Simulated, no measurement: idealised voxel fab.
process module | voxel lift off
cross-section cut | 285 nm wide | cells 5 nm
A cross-section is a grid of square cells, given in bands from the top down. A band is one or more rows of cells.
Each band's line starts with the height of the band's top and of its bottom, in nm. Then come its materials from left to right, each with its width in nm. One material with "throughout" fills the band from edge to edge. "air" is empty space.
Height 0 is the level under which the wafer as received is all one material. The lowest band goes on downwards, as in "0 down".
A width such as "30 to 40" changes by the same amount from each row of cells to the next, from the band's top row to its bottom row.
"no change" after a step means that no cell of the cross-section changed.
closed voids: empty space of 8 cells or more with no open way to the top, each as width x height at its distance from the left edge, in nm
after a step's settings: what the simulator itself notes on the step
overlay nm, on a step with a mask: how far to the right of its planned place the mask lay; to the left if negative
plan
1 op RECEIVE | material Si
2 op CONFORMAL_DEP | material SiO2 | thk nm 10
3 op PATTERN | tone open | mask id LINES | material resist | width nm 25 | pitch nm 40 | thk nm 20 | overlay nm 0
4 op DIRECTIONAL_DEP | material Ru | thk nm 5
5 op STRIP | etch materials resist
6 op CONFORMAL_DEP | material SiN | thk nm 10
as received, after step 1
  0 down: Si throughout
  closed voids: none
first wafer at the end, as planned
  25 to 20: air 100 | SiN 85 | air 100
  20 to 15: SiN throughout
  15 to 10: SiN 110 | Ru 25 | SiN 15 | Ru 25 | SiN 110
  10 to 0: SiO2 throughout
  0 down: Si throughout
  closed voids: none
second wafer at the end: like start, like plan, one mistake
  25 to 20: air 90 | SiN 85 | air 110
  20 to 15: SiN throughout
  15 to 10: SiN 100 | Ru 25 | SiN 15 | Ru 25 | SiN 120
  10 to 0: SiO2 throughout
  0 down: Si throughout
  closed voids: none
what went wrong: step 3 ran as: op PATTERN | tone open | mask id LINES | material resist | width nm 25 | pitch nm 40 | thk nm 20 | overlay nm -10
at the end the second wafer has, in cells: as many of each material as the first, in other places
